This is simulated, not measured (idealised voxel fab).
process module | voxel gate over fins
cross-section cut | 280 nm wide | cells 5 nm
A cross-section is a grid of square cells, given in bands from the top down. A band is one or more rows of cells.
Each band's line starts with the height of the band's top and of its bottom, in nm. Then come its materials from left to right, each with its width in nm. One material with "throughout" fills the band from edge to edge. "air" is empty space.
Height 0 is the level under which the wafer as received is all one material. The lowest band goes on downwards, as in "0 down".
A width such as "30 to 40" changes by the same amount from each row of cells to the next, from the band's top row to its bottom row.
"no change" after a step means that no cell of the cross-section changed.
closed voids: empty space of 8 cells or more with no open way to the top, each as width x height at its distance from the left edge, in nm
after a step's settings: what the simulator itself notes on the step
overlay nm, on a step with a mask: how far to the right of its planned place the mask lay; to the left if negative
plan
1 op RECEIVE | material Si
2 op CONFORMAL_DEP | material SiN | thk nm 10
3 op DIRECTIONAL_DEP | material aC | thk nm 10
4 op PATTERN | tone cover | mask id FINS | material resist | width nm 15 | pitch nm 60 | thk nm 25 | overlay nm 0
5 op DIRECTIONAL_ETCH | etch materials aC | depth nm 10
6 op STRIP | etch materials resist
7 op DIRECTIONAL_ETCH | etch materials SiN | depth nm 10
8 op DIRECTIONAL_ETCH | etch materials Si | depth nm 30
9 op STRIP | etch materials aC
10 op OXIDIZE | depth nm 5
11 op FILL_DEP | material SiO2 | thk nm 5
12 op CMP | height nm 10
13 op PATTERN | tone open | mask id RAIL | material resist | width nm 15 | thk nm 20 | overlay nm 0
14 op DIRECTIONAL_ETCH | etch materials SiO2 | depth nm 25
15 op STRIP | etch materials resist
16 op CONFORMAL_DEP | material TiN | thk nm 5
17 op FILL_DEP | material W | thk nm 10
18 op CMP | height nm 10
19 op SELECTIVE_ETCH | etch materials W Ru TiN | depth nm 30
20 op FILL_DEP | material SiO2 | thk nm 5
21 op CMP | height nm 10
22 op SELECTIVE_ETCH | etch materials SiO2 | depth nm 25
23 op STRIP | etch materials SiN
24 op CONFORMAL_DEP | material HfO2 | thk nm 5
25 op CONFORMAL_DEP | material TiN | thk nm 5
26 op FILL_DEP | material W | thk nm 15
27 op CMP | height nm 20
28 op CONFORMAL_DEP | material SiCN | thk nm 10
varied across the wafers: depth nm of step 14. The plan shows the first wafer's value. All wafers start alike
first wafer as received, after step 1
  0 down: Si throughout
  closed voids: none
each wafer at the end: cells of each material gained (+) or lost (-) since it was received, then its closed voids
depth nm 25 | +74 HfO2 | -371 Si | +112 SiCN | +212 SiO2 | +74 TiN | +235 W | closed voids: none
depth nm 30 | +74 HfO2 | -371 Si | +112 SiCN | +212 SiO2 | +74 TiN | +235 W | closed voids: none
depth nm 35 | +74 HfO2 | -371 Si | +112 SiCN | +209 SiO2 | +77 TiN | +235 W | closed voids: none
depth nm 40 | +74 HfO2 | -371 Si | +112 SiCN | +206 SiO2 | +79 TiN | +236 W | closed voids: none
depth nm 45 | +74 HfO2 | -371 Si | +112 SiCN | +203 SiO2 | +81 TiN | +237 W | closed voids: none
depth nm 50 | +74 HfO2 | -371 Si | +112 SiCN | +203 SiO2 | +81 TiN | +237 W | closed voids: none
